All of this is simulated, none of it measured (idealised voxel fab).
The process module presented herein is designated voxel spacer lines.
The figure presents cross-section cut, which has a width of 155 nm and is divided into square cells with an edge length of 5 nm.
For the purposes of this document, a cross-section shall be understood as a grid of square cells, specified as bands listed in top-to-bottom order, each band consisting of one or more rows of cells. Per band: top height and bottom height in nm, followed by the left-to-right materials and their widths in nm; "all across" marks a single material spanning edge to edge, "air" marks empty space. Zero point of the height axis is 0; under it, received wafer = one material. Lowest band: continues down indefinitely, "z 0 and below". Read "30->40" as a graded width: first number on top, second number at the bottom, same change between each pair of neighbouring rows. "no modifications" (step): cross-section cells unchanged, all of them. Sealed-off cavities: empty space of 8 cells or more with no open way to the top, each as width x height at its distance from the left edge, in nm. On a step's line, text after the settings is the simulator commenting on that step. "overlay nm" denotes, for a step that has a mask, the displacement of the mask to the right of its planned place, with negative values corresponding to the left.
Process steps (planned):
1,RECEIVE [material Si]
2,CONFORMAL_DEP [material Al2O3] [thk nm 5]
3,DIRECTIONAL_DEP [material W] [thk nm 20]
4,DIRECTIONAL_DEP [material polySi] [thk nm 25]
5,PATTERN [tone cover] [mask id MANDREL] [material resist] [width nm 15] [pitch nm 50] [thk nm 30] [overlay nm 0]
6,DIRECTIONAL_ETCH [etch materials polySi] [depth nm 25]
7,STRIP [etch materials resist]
8,CONFORMAL_DEP [material SiO2] [thk nm 10]
9,DIRECTIONAL_ETCH [etch materials SiO2] [depth nm 10]
10,STRIP [etch materials polySi]
11,DIRECTIONAL_ETCH [etch materials W] [depth nm 20]
12,STRIP [etch materials SiO2]
13,FILL_DEP [material SiO2] [thk nm 5]
14,CMP [height nm 25]
Wafer at receipt (post step 1), cross-section:
	z 0 and below  Si all across
	Sealed-off cavities: none
First of two wafers at the end of the module, shown in cross-section; run carried out as planned:
	z 25 to 5  SiO2=10 | W=10 | SiO2=15 | W=10 | SiO2=15 | W=10 | SiO2=15 | W=10 | SiO2=15 | W=10 | SiO2=15 | W=10 | SiO2=10
	z 5 to 0  Al2O3 all across
	z 0 and below  Si all across
	Sealed-off cavities: none
Second wafer cross-section at end of module - shared start and plan with the first, one mistake in the run:
	z 25 to 20  Al2O3 all across
	z 20 to 0  W all across
	z 0 and below  Si all across
	Sealed-off cavities: none
Misprocessing identified: order of steps 2 and 3 inverted relative to the plan
Looking at both finished wafers in cells, the second ends up ahead of or behind the first on some materials: -76 SiO2 | +76 W
